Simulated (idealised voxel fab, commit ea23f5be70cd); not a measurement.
The following process module bears the name voxel wiring stack.
Section shown: cut. Width: 300 nm. Cell size: 5 nm, square.
If you're reading a cross-section in this doc, picture square cells in a grid; it comes to you as bands, top ones listed first down to the bottom, and a band can be one or more rows of cells. The band entry comprises the height of the band's top followed by the height of its bottom, expressed in nm, and subsequently the band's materials from left to right, each stated together with its width in nm. Where a single material is marked with the word "throughout", that material fills the band from edge to edge. The word "air" represents empty space. Measure heights from 0. That's the level where, below it, the as-received wafer is all one material. The lowest band is bottomless and extends downward; write it as in "from 0 down". Top row gets the first number, bottom row gets the second, and each row in between changes by the same step: that is how a band width like "30..40" works. The cross-section has no changed cell in any step marked "no alteration". "Catalogued sealed voids" means: voids of 8 cells or more that are shut off from the top with no open way through. Written width x height at distance, distance from the left edge, in nm. It should be noted that, on the line of a given step, the content following the step's settings is a remark produced by the simulator itself with respect to that step. The "overlay nm" setting may appear on a step's line; for a step that uses a mask, it gives how far to the right of its planned position the mask lay, and a negative value indicates the left.
[Steps planned for the process]
1. RECEIVE (material Si)
2. CONFORMAL_DEP (material SiO2; thk nm 10)
3. DIRECTIONAL_DEP (material TiN; thk nm 5)
4. DIRECTIONAL_DEP (material Ru; thk nm 15)
5. PATTERN (tone cover; mask id METAL_1; material resist; width nm 20; pitch nm 40; thk nm 15; overlay nm 0)
6. DIRECTIONAL_ETCH (etch materials Ru; depth nm 15)
7. DIRECTIONAL_ETCH (etch materials TiN; depth nm 5)
8. STRIP (etch materials resist)
9. CONFORMAL_DEP (material SiCN; thk nm 5)
10. FILL_DEP (material SiO2; thk nm 5)
11. CMP (height nm 30)
12. CONFORMAL_DEP (material SiCN; thk nm 5)
13. DIRECTIONAL_DEP (material SiO2; thk nm 15)
14. DIRECTIONAL_DEP (material aC; thk nm 15)
15. PATTERN (tone open; mask id PLUG_1; material resist; width nm 15; pitch nm 40; thk nm 30; overlay nm 0)
16. DIRECTIONAL_ETCH (etch materials aC; depth nm 15)
17. STRIP (etch materials resist)
18. DIRECTIONAL_ETCH (etch materials SiO2; depth nm 15)
19. DIRECTIONAL_ETCH (etch materials SiCN; depth nm 5)
20. STRIP (etch materials aC)
21. CONFORMAL_DEP (material TiN; thk nm 5)
22. FILL_DEP (material Cu; thk nm 5)
23. CMP (height nm 50)
24. CONFORMAL_DEP (material SiN; thk nm 5)
25. DIRECTIONAL_DEP (material lowk; thk nm 20)
26. DIRECTIONAL_DEP (material aC; thk nm 15)
27. PATTERN (tone open; mask id METAL_2; material resist; width nm 20; pitch nm 40; thk nm 30; overlay nm 0)
28. DIRECTIONAL_ETCH (etch materials aC; depth nm 15)
29. STRIP (etch materials resist)
30. DIRECTIONAL_ETCH (etch materials lowk; depth nm 20)
31. DIRECTIONAL_ETCH (etch materials SiN; depth nm 5)
32. STRIP (etch materials aC)
33. CONFORMAL_DEP (material TiN; thk nm 5)
34. FILL_DEP (material Cu; thk nm 5)
35. CMP (height nm 75)
36. CONFORMAL_DEP (material SiCN; thk nm 5)
37. DIRECTIONAL_DEP (material lowk; thk nm 30)
38. PATTERN (tone open; mask id METAL_3_HOLES; material resist; width nm 15; thk nm 20; overlay nm 0)
39. DIRECTIONAL_ETCH (etch materials lowk; depth nm 30)
40. STRIP (etch materials resist)
41. MASKED_ETCH (tone open; mask id METAL_3; width nm 20; pitch nm 40; etch materials lowk; depth nm 15; overlay nm 0)
42. MASKED_ETCH (tone open; mask id METAL_3; width nm 20; pitch nm 40; etch materials SiCN; depth nm 5; overlay nm 0)
43. CONFORMAL_DEP (material TiN; thk nm 5)
44. FILL_DEP (material Ru; thk nm 5)
45. CMP (height nm 110)
46. CONFORMAL_DEP (material SiN; thk nm 5)
[Run as planned: first of two wafers]
[So this is the incoming wafer in cross-section - it's already been through step 1]
  from 0 down: Si throughout
  Catalogued sealed voids: none
[Upon completion of step 2, the wafer appears in cross-section as shown]
  from 10 to 0: SiO2 throughout
  below 0: unchanged
[Upon completion of step 3, the wafer appears in cross-section as shown]
  from 15 to 10: TiN throughout
  below 10: unchanged
[Upon completion of step 4, the wafer appears in cross-section as shown]
  from 30 to 15: Ru throughout
  below 15: unchanged
[Upon completion of step 5, the wafer appears in cross-section as shown]
  from 45 to 30: 120 nm air  20 nm resist  20 nm air  20 nm resist  120 nm air
  below 30: unchanged
[Upon completion of step 6, the wafer appears in cross-section as shown]
  from 45 to 30: 120 nm air  20 nm resist  20 nm air  20 nm resist  120 nm air
  from 30 to 15: 120 nm air  20 nm Ru  20 nm air  20 nm Ru  120 nm air
  below 15: unchanged
[Upon completion of step 7, the wafer appears in cross-section as shown]
  from 45 to 30: 120 nm air  20 nm resist  20 nm air  20 nm resist  120 nm air
  from 30 to 15: 120 nm air  20 nm Ru  20 nm air  20 nm Ru  120 nm air
  from 15 to 10: 120 nm air  20 nm TiN  20 nm air  20 nm TiN  120 nm air
  below 10: unchanged
[Upon completion of step 8, the wafer appears in cross-section as shown]
  from 30 to 15: 120 nm air  20 nm Ru  20 nm air  20 nm Ru  120 nm air
  below 15: unchanged
[Upon completion of step 9, the wafer appears in cross-section as shown]
  from 35 to 30: 115 nm air  30 nm SiCN  10 nm air  30 nm SiCN  115 nm air
  from 30 to 15: 115 nm air  5 nm SiCN  20 nm Ru  5 nm SiCN  10 nm air  5 nm SiCN  20 nm Ru  5 nm SiCN  115 nm air
  from 15 to 10: 120 nm SiCN  20 nm TiN  20 nm SiCN  20 nm TiN  120 nm SiCN
  below 10: unchanged
[Upon completion of step 10, the wafer appears in cross-section as shown]
  from 40 to 35: SiO2 throughout
  from 35 to 30: 115 nm SiO2  30 nm SiCN  10 nm SiO2  30 nm SiCN  115 nm SiO2
  from 30 to 15: 115 nm SiO2  5 nm SiCN  20 nm Ru  5 nm SiCN  10 nm SiO2  5 nm SiCN  20 nm Ru  5 nm SiCN  115 nm SiO2
  below 15: unchanged
[Upon completion of step 11, the wafer appears in cross-section as shown]
  from 30 to 15: 115 nm SiO2  5 nm SiCN  20 nm Ru  5 nm SiCN  10 nm SiO2  5 nm SiCN  20 nm Ru  5 nm SiCN  115 nm SiO2
  below 15: unchanged
[Upon completion of step 12, the wafer appears in cross-section as shown]
  from 35 to 30: SiCN throughout
  below 30: unchanged
[Upon completion of step 13, the wafer appears in cross-section as shown]
  from 50 to 35: SiO2 throughout
  below 35: unchanged
[Upon completion of step 14, the wafer appears in cross-section as shown]
  from 65 to 50: aC throughout
  below 50: unchanged
[Upon completion of step 15, the wafer appears in cross-section as shown]
  from 95 to 65: 120 nm resist  15 nm air  25 nm resist  15 nm air  125 nm resist
  below 65: unchanged
[Upon completion of step 16, the wafer appears in cross-section as shown]
  from 80 to 65: 120 nm resist  15 nm air  25 nm resist  15 nm air  125 nm resist
  from 65 to 50: 120 nm aC  15 nm air  25 nm aC  15 nm air  125 nm aC
  below 50: unchanged
[Upon completion of step 17, the wafer appears in cross-section as shown]
  from 65 to 50: 120 nm aC  15 nm air  25 nm aC  15 nm air  125 nm aC
  below 50: unchanged
[Upon completion of step 18, the wafer appears in cross-section as shown]
  from 65 to 50: 120 nm aC  15 nm air  25 nm aC  15 nm air  125 nm aC
  from 50 to 35: 120 nm SiO2  15 nm air  25 nm SiO2  15 nm air  125 nm SiO2
  below 35: unchanged
[Upon completion of step 19, the wafer appears in cross-section as shown]
  from 65 to 50: 120 nm aC  15 nm air  25 nm aC  15 nm air  125 nm aC
  from 50 to 35: 120 nm SiO2  15 nm air  25 nm SiO2  15 nm air  125 nm SiO2
  from 35 to 30: 120 nm SiCN  15 nm air  25 nm SiCN  15 nm air  125 nm SiCN
  below 30: unchanged
[Upon completion of step 20, the wafer appears in cross-section as shown]
  from 50 to 35: 120 nm SiO2  15 nm air  25 nm SiO2  15 nm air  125 nm SiO2
  below 35: unchanged
[Upon completion of step 21, the wafer appears in cross-section as shown]
  from 55 to 50: 125 nm TiN  5 nm air  35 nm TiN  5 nm air  130 nm TiN
  from 50 to 35: 120 nm SiO2  5 nm TiN  5 nm air  5 nm TiN  25 nm SiO2  5 nm TiN  5 nm air  5 nm TiN  125 nm SiO2
  from 35 to 30: 120 nm SiCN  15 nm TiN  25 nm SiCN  15 nm TiN  125 nm SiCN
  below 30: unchanged
[Upon completion of step 22, the wafer appears in cross-section as shown]
  from 60 to 55: Cu throughout
  from 55 to 50: 125 nm TiN  5 nm Cu  35 nm TiN  5 nm Cu  130 nm TiN
  from 50 to 35: 120 nm SiO2  5 nm TiN  5 nm Cu  5 nm TiN  25 nm SiO2  5 nm TiN  5 nm Cu  5 nm TiN  125 nm SiO2
  below 35: unchanged
[Upon completion of step 23, the wafer appears in cross-section as shown]
  from 50 to 35: 120 nm SiO2  5 nm TiN  5 nm Cu  5 nm TiN  25 nm SiO2  5 nm TiN  5 nm Cu  5 nm TiN  125 nm SiO2
  below 35: unchanged
[Upon completion of step 24, the wafer appears in cross-section as shown]
  from 55 to 50: SiN throughout
  below 50: unchanged
[Upon completion of step 25, the wafer appears in cross-section as shown]
  from 75 to 55: lowk throughout
  below 55: unchanged
[Upon completion of step 26, the wafer appears in cross-section as shown]
  from 90 to 75: aC throughout
  below 75: unchanged
[Upon completion of step 27, the wafer appears in cross-section as shown]
  from 120 to 90: 120 nm resist  20 nm air  20 nm resist  20 nm air  120 nm resist
  below 90: unchanged
[Upon completion of step 28, the wafer appears in cross-section as shown]
  from 105 to 90: 120 nm resist  20 nm air  20 nm resist  20 nm air  120 nm resist
  from 90 to 75: 120 nm aC  20 nm air  20 nm aC  20 nm air  120 nm aC
  below 75: unchanged
[Upon completion of step 29, the wafer appears in cross-section as shown]
  from 90 to 75: 120 nm aC  20 nm air  20 nm aC  20 nm air  120 nm aC
  below 75: unchanged
[Upon completion of step 30, the wafer appears in cross-section as shown]
  from 90 to 75: 120 nm aC  20 nm air  20 nm aC  20 nm air  120 nm aC
  from 75 to 55: 120 nm lowk  20 nm air  20 nm lowk  20 nm air  120 nm lowk
  below 55: unchanged
[Upon completion of step 31, the wafer appears in cross-section as shown]
  from 90 to 75: 120 nm aC  20 nm air  20 nm aC  20 nm air  120 nm aC
  from 75 to 55: 120 nm lowk  20 nm air  20 nm lowk  20 nm air  120 nm lowk
  from 55 to 50: 120 nm SiN  20 nm air  20 nm SiN  20 nm air  120 nm SiN
  below 50: unchanged
[Upon completion of step 32, the wafer appears in cross-section as shown]
  from 75 to 55: 120 nm lowk  20 nm air  20 nm lowk  20 nm air  120 nm lowk
  below 55: unchanged
[Upon completion of step 33, the wafer appears in cross-section as shown]
  from 80 to 75: 125 nm TiN  10 nm air  30 nm TiN  10 nm air  125 nm TiN
  from 75 to 55: 120 nm lowk  5 nm TiN  10 nm air  5 nm TiN  20 nm lowk  5 nm TiN  10 nm air  5 nm TiN  120 nm lowk
  from 55 to 50: 120 nm SiN  20 nm TiN  20 nm SiN  20 nm TiN  120 nm SiN
  below 50: unchanged
[Upon completion of step 34, the wafer appears in cross-section as shown]
  from 85 to 80: Cu throughout
  from 80 to 75: 125 nm TiN  10 nm Cu  30 nm TiN  10 nm Cu  125 nm TiN
  from 75 to 55: 120 nm lowk  5 nm TiN  10 nm Cu  5 nm TiN  20 nm lowk  5 nm TiN  10 nm Cu  5 nm TiN  120 nm lowk
  below 55: unchanged
[Upon completion of step 35, the wafer appears in cross-section as shown]
  from 75 to 55: 120 nm lowk  5 nm TiN  10 nm Cu  5 nm TiN  20 nm lowk  5 nm TiN  10 nm Cu  5 nm TiN  120 nm lowk
  below 55: unchanged
[Upon completion of step 36, the wafer appears in cross-section as shown]
  from 80 to 75: SiCN throughout
  below 75: unchanged
[Upon completion of step 37, the wafer appears in cross-section as shown]
  from 110 to 80: lowk throughout
  below 80: unchanged
[Upon completion of step 38, the wafer appears in cross-section as shown]
  from 130 to 110: 120 nm resist  15 nm air  165 nm resist
  below 110: unchanged
[Upon completion of step 39, the wafer appears in cross-section as shown]
  from 130 to 110: 120 nm resist  15 nm air  165 nm resist
  from 110 to 80: 120 nm lowk  15 nm air  165 nm lowk
  below 80: unchanged
[Upon completion of step 40, the wafer appears in cross-section as shown]
  from 110 to 80: 120 nm lowk  15 nm air  165 nm lowk
  below 80: unchanged
[Upon completion of step 41, the wafer appears in cross-section as shown]
  from 110 to 95: 120 nm lowk  20 nm air  20 nm lowk  20 nm air  120 nm lowk
  below 95: unchanged
[Upon completion of step 42, the wafer appears in cross-section as shown]
  from 110 to 95: 120 nm lowk  20 nm air  20 nm lowk  20 nm air  120 nm lowk
  from 95 to 80: 120 nm lowk  15 nm air  165 nm lowk
  from 80 to 75: 120 nm SiCN  15 nm air  165 nm SiCN
  below 75: unchanged
[Upon completion of step 43, the wafer appears in cross-section as shown]
  from 115 to 110: 125 nm TiN  10 nm air  30 nm TiN  10 nm air  125 nm TiN
  from 110 to 100: 120 nm lowk  5 nm TiN  10 nm air  5 nm TiN  20 nm lowk  5 nm TiN  10 nm air  5 nm TiN  120 nm lowk
  from 100 to 95: 120 nm lowk  5 nm TiN  5 nm air  10 nm TiN  20 nm lowk  20 nm TiN  120 nm lowk
  from 95 to 80: 120 nm lowk  5 nm TiN  5 nm air  5 nm TiN  165 nm lowk
  from 80 to 75: 120 nm SiCN  15 nm TiN  165 nm SiCN
  below 75: unchanged
[Upon completion of step 44, the wafer appears in cross-section as shown]
  from 120 to 115: Ru throughout
  from 115 to 110: 125 nm TiN  10 nm Ru  30 nm TiN  10 nm Ru  125 nm TiN
  from 110 to 100: 120 nm lowk  5 nm TiN  10 nm Ru  5 nm TiN  20 nm lowk  5 nm TiN  10 nm Ru  5 nm TiN  120 nm lowk
  from 100 to 95: 120 nm lowk  5 nm TiN  5 nm Ru  10 nm TiN  20 nm lowk  20 nm TiN  120 nm lowk
  from 95 to 80: 120 nm lowk  5 nm TiN  5 nm Ru  5 nm TiN  165 nm lowk
  below 80: unchanged
[Upon completion of step 45, the wafer appears in cross-section as shown]
  from 110 to 100: 120 nm lowk  5 nm TiN  10 nm Ru  5 nm TiN  20 nm lowk  5 nm TiN  10 nm Ru  5 nm TiN  120 nm lowk
  below 100: unchanged
[Upon completion of step 46, the wafer appears in cross-section as shown]
  from 115 to 110: SiN throughout
  below 110: unchanged
[The Second Wafer: Common Origin and Plan, One Mistake in Execution, Identical to the First Through Step 1]
Here is the second wafer in cross-section at the point where step 2 of the plan should have been done: no alteration
[Here is the second wafer in cross-section at the point where step 3 of the plan should have been done]
  from 5 to 0: TiN throughout
  below 0: unchanged
[Here is the second wafer in cross-section at the point where step 4 of the plan should have been done]
  from 20 to 5: Ru throughout
  below 5: unchanged
[Here is the second wafer in cross-section at the point where step 5 of the plan should have been done]
  from 35 to 20: 120 nm air  20 nm resist  20 nm air  20 nm resist  120 nm air
  below 20: unchanged
[Here is the second wafer in cross-section at the point where step 6 of the plan should have been done]
  from 35 to 20: 120 nm air  20 nm resist  20 nm air  20 nm resist  120 nm air
  from 20 to 5: 120 nm air  20 nm Ru  20 nm air  20 nm Ru  120 nm air
  below 5: unchanged
[Here is the second wafer in cross-section at the point where step 7 of the plan should have been done]
  from 35 to 20: 120 nm air  20 nm resist  20 nm air  20 nm resist  120 nm air
  from 20 to 5: 120 nm air  20 nm Ru  20 nm air  20 nm Ru  120 nm air
  from 5 to 0: 120 nm air  20 nm TiN  20 nm air  20 nm TiN  120 nm air
  below 0: unchanged
[Here is the second wafer in cross-section at the point where step 8 of the plan should have been done]
  from 20 to 5: 120 nm air  20 nm Ru  20 nm air  20 nm Ru  120 nm air
  below 5: unchanged
[Here is the second wafer in cross-section at the point where step 9 of the plan should have been done]
  from 25 to 20: 115 nm air  30 nm SiCN  10 nm air  30 nm SiCN  115 nm air
  from 20 to 5: 115 nm air  5 nm SiCN  20 nm Ru  5 nm SiCN  10 nm air  5 nm SiCN  20 nm Ru  5 nm SiCN  115 nm air
  from 5 to 0: 120 nm SiCN  20 nm TiN  20 nm SiCN  20 nm TiN  120 nm SiCN
  below 0: unchanged
[Here is the second wafer in cross-section at the point where step 10 of the plan should have been done]
  from 30 to 25: SiO2 throughout
  from 25 to 20: 115 nm SiO2  30 nm SiCN  10 nm SiO2  30 nm SiCN  115 nm SiO2
  from 20 to 5: 115 nm SiO2  5 nm SiCN  20 nm Ru  5 nm SiCN  10 nm SiO2  5 nm SiCN  20 nm Ru  5 nm SiCN  115 nm SiO2
  below 5: unchanged
Here is the second wafer in cross-section at the point where step 11 of the plan should have been done: no alteration
[Here is the second wafer in cross-section at the point where step 12 of the plan should have been done]
  from 35 to 30: SiCN throughout
  below 30: unchanged
[Here is the second wafer in cross-section at the point where step 13 of the plan should have been done]
  from 50 to 35: SiO2 throughout
  below 35: unchanged
[Here is the second wafer in cross-section at the point where step 14 of the plan should have been done]
  from 65 to 50: aC throughout
  below 50: unchanged
[Here is the second wafer in cross-section at the point where step 15 of the plan should have been done]
  from 95 to 65: 120 nm resist  15 nm air  25 nm resist  15 nm air  125 nm resist
  below 65: unchanged
[Here is the second wafer in cross-section at the point where step 16 of the plan should have been done]
  from 80 to 65: 120 nm resist  15 nm air  25 nm resist  15 nm air  125 nm resist
  from 65 to 50: 120 nm aC  15 nm air  25 nm aC  15 nm air  125 nm aC
  below 50: unchanged
[Here is the second wafer in cross-section at the point where step 17 of the plan should have been done]
  from 65 to 50: 120 nm aC  15 nm air  25 nm aC  15 nm air  125 nm aC
  below 50: unchanged
[Here is the second wafer in cross-section at the point where step 18 of the plan should have been done]
  from 65 to 50: 120 nm aC  15 nm air  25 nm aC  15 nm air  125 nm aC
  from 50 to 35: 120 nm SiO2  15 nm air  25 nm SiO2  15 nm air  125 nm SiO2
  below 35: unchanged
[Here is the second wafer in cross-section at the point where step 19 of the plan should have been done]
  from 65 to 50: 120 nm aC  15 nm air  25 nm aC  15 nm air  125 nm aC
  from 50 to 35: 120 nm SiO2  15 nm air  25 nm SiO2  15 nm air  125 nm SiO2
  from 35 to 30: 120 nm SiCN  15 nm air  25 nm SiCN  15 nm air  125 nm SiCN
  below 30: unchanged
[Here is the second wafer in cross-section at the point where step 20 of the plan should have been done]
  from 50 to 35: 120 nm SiO2  15 nm air  25 nm SiO2  15 nm air  125 nm SiO2
  below 35: unchanged
[Here is the second wafer in cross-section at the point where step 21 of the plan should have been done]
  from 55 to 50: 125 nm TiN  5 nm air  35 nm TiN  5 nm air  130 nm TiN
  from 50 to 35: 120 nm SiO2  5 nm TiN  5 nm air  5 nm TiN  25 nm SiO2  5 nm TiN  5 nm air  5 nm TiN  125 nm SiO2
  from 35 to 30: 120 nm SiCN  15 nm TiN  25 nm SiCN  15 nm TiN  125 nm SiCN
  below 30: unchanged
[Here is the second wafer in cross-section at the point where step 22 of the plan should have been done]
  from 60 to 55: Cu throughout
  from 55 to 50: 125 nm TiN  5 nm Cu  35 nm TiN  5 nm Cu  130 nm TiN
  from 50 to 35: 120 nm SiO2  5 nm TiN  5 nm Cu  5 nm TiN  25 nm SiO2  5 nm TiN  5 nm Cu  5 nm TiN  125 nm SiO2
  below 35: unchanged
[Here is the second wafer in cross-section at the point where step 23 of the plan should have been done]
  from 50 to 35: 120 nm SiO2  5 nm TiN  5 nm Cu  5 nm TiN  25 nm SiO2  5 nm TiN  5 nm Cu  5 nm TiN  125 nm SiO2
  below 35: unchanged
[Here is the second wafer in cross-section at the point where step 24 of the plan should have been done]
  from 55 to 50: SiN throughout
  below 50: unchanged
[Here is the second wafer in cross-section at the point where step 25 of the plan should have been done]
  from 75 to 55: lowk throughout
  below 55: unchanged
[Here is the second wafer in cross-section at the point where step 26 of the plan should have been done]
  from 90 to 75: aC throughout
  below 75: unchanged
[Here is the second wafer in cross-section at the point where step 27 of the plan should have been done]
  from 120 to 90: 120 nm resist  20 nm air  20 nm resist  20 nm air  120 nm resist
  below 90: unchanged
[Here is the second wafer in cross-section at the point where step 28 of the plan should have been done]
  from 105 to 90: 120 nm resist  20 nm air  20 nm resist  20 nm air  120 nm resist
  from 90 to 75: 120 nm aC  20 nm air  20 nm aC  20 nm air  120 nm aC
  below 75: unchanged
[Here is the second wafer in cross-section at the point where step 29 of the plan should have been done]
  from 90 to 75: 120 nm aC  20 nm air  20 nm aC  20 nm air  120 nm aC
  below 75: unchanged
[Here is the second wafer in cross-section at the point where step 30 of the plan should have been done]
  from 90 to 75: 120 nm aC  20 nm air  20 nm aC  20 nm air  120 nm aC
  from 75 to 55: 120 nm lowk  20 nm air  20 nm lowk  20 nm air  120 nm lowk
  below 55: unchanged
[Here is the second wafer in cross-section at the point where step 31 of the plan should have been done]
  from 90 to 75: 120 nm aC  20 nm air  20 nm aC  20 nm air  120 nm aC
  from 75 to 55: 120 nm lowk  20 nm air  20 nm lowk  20 nm air  120 nm lowk
  from 55 to 50: 120 nm SiN  20 nm air  20 nm SiN  20 nm air  120 nm SiN
  below 50: unchanged
[Here is the second wafer in cross-section at the point where step 32 of the plan should have been done]
  from 75 to 55: 120 nm lowk  20 nm air  20 nm lowk  20 nm air  120 nm lowk
  below 55: unchanged
[Here is the second wafer in cross-section at the point where step 33 of the plan should have been done]
  from 80 to 75: 125 nm TiN  10 nm air  30 nm TiN  10 nm air  125 nm TiN
  from 75 to 55: 120 nm lowk  5 nm TiN  10 nm air  5 nm TiN  20 nm lowk  5 nm TiN  10 nm air  5 nm TiN  120 nm lowk
  from 55 to 50: 120 nm SiN  20 nm TiN  20 nm SiN  20 nm TiN  120 nm SiN
  below 50: unchanged
[Here is the second wafer in cross-section at the point where step 34 of the plan should have been done]
  from 85 to 80: Cu throughout
  from 80 to 75: 125 nm TiN  10 nm Cu  30 nm TiN  10 nm Cu  125 nm TiN
  from 75 to 55: 120 nm lowk  5 nm TiN  10 nm Cu  5 nm TiN  20 nm lowk  5 nm TiN  10 nm Cu  5 nm TiN  120 nm lowk
  below 55: unchanged
[Here is the second wafer in cross-section at the point where step 35 of the plan should have been done]
  from 75 to 55: 120 nm lowk  5 nm TiN  10 nm Cu  5 nm TiN  20 nm lowk  5 nm TiN  10 nm Cu  5 nm TiN  120 nm lowk
  below 55: unchanged
[Here is the second wafer in cross-section at the point where step 36 of the plan should have been done]
  from 80 to 75: SiCN throughout
  below 75: unchanged
[Here is the second wafer in cross-section at the point where step 37 of the plan should have been done]
  from 110 to 80: lowk throughout
  below 80: unchanged
[Here is the second wafer in cross-section at the point where step 38 of the plan should have been done]
  from 130 to 110: 120 nm resist  15 nm air  165 nm resist
  below 110: unchanged
[Here is the second wafer in cross-section at the point where step 39 of the plan should have been done]
  from 130 to 110: 120 nm resist  15 nm air  165 nm resist
  from 110 to 80: 120 nm lowk  15 nm air  165 nm lowk
  below 80: unchanged
[Here is the second wafer in cross-section at the point where step 40 of the plan should have been done]
  from 110 to 80: 120 nm lowk  15 nm air  165 nm lowk
  below 80: unchanged
[Here is the second wafer in cross-section at the point where step 41 of the plan should have been done]
  from 110 to 95: 120 nm lowk  20 nm air  20 nm lowk  20 nm air  120 nm lowk
  below 95: unchanged
[Here is the second wafer in cross-section at the point where step 42 of the plan should have been done]
  from 110 to 95: 120 nm lowk  20 nm air  20 nm lowk  20 nm air  120 nm lowk
  from 95 to 80: 120 nm lowk  15 nm air  165 nm lowk
  from 80 to 75: 120 nm SiCN  15 nm air  165 nm SiCN
  below 75: unchanged
[Here is the second wafer in cross-section at the point where step 43 of the plan should have been done]
  from 115 to 110: 125 nm TiN  10 nm air  30 nm TiN  10 nm air  125 nm TiN
  from 110 to 100: 120 nm lowk  5 nm TiN  10 nm air  5 nm TiN  20 nm lowk  5 nm TiN  10 nm air  5 nm TiN  120 nm lowk
  from 100 to 95: 120 nm lowk  5 nm TiN  5 nm air  10 nm TiN  20 nm lowk  20 nm TiN  120 nm lowk
  from 95 to 80: 120 nm lowk  5 nm TiN  5 nm air  5 nm TiN  165 nm lowk
  from 80 to 75: 120 nm SiCN  15 nm TiN  165 nm SiCN
  below 75: unchanged
[Here is the second wafer in cross-section at the point where step 44 of the plan should have been done]
  from 120 to 115: Ru throughout
  from 115 to 110: 125 nm TiN  10 nm Ru  30 nm TiN  10 nm Ru  125 nm TiN
  from 110 to 100: 120 nm lowk  5 nm TiN  10 nm Ru  5 nm TiN  20 nm lowk  5 nm TiN  10 nm Ru  5 nm TiN  120 nm lowk
  from 100 to 95: 120 nm lowk  5 nm TiN  5 nm Ru  10 nm TiN  20 nm lowk  20 nm TiN  120 nm lowk
  from 95 to 80: 120 nm lowk  5 nm TiN  5 nm Ru  5 nm TiN  165 nm lowk
  below 80: unchanged
[Here is the second wafer in cross-section at the point where step 45 of the plan should have been done]
  from 110 to 100: 120 nm lowk  5 nm TiN  10 nm Ru  5 nm TiN  20 nm lowk  5 nm TiN  10 nm Ru  5 nm TiN  120 nm lowk
  below 100: unchanged
[Here is the second wafer in cross-section at the point where step 46 of the plan should have been done]
  from 115 to 110: SiN throughout
  below 110: unchanged
It is concluded that the wafer was processed incorrectly with respect to the plan, in that step 2 from the plan never happened, it was just skipped
The final cell counts differ between the wafers, with the second having more or fewer of some materials than the first: SiCN +12 | SiO2 -12
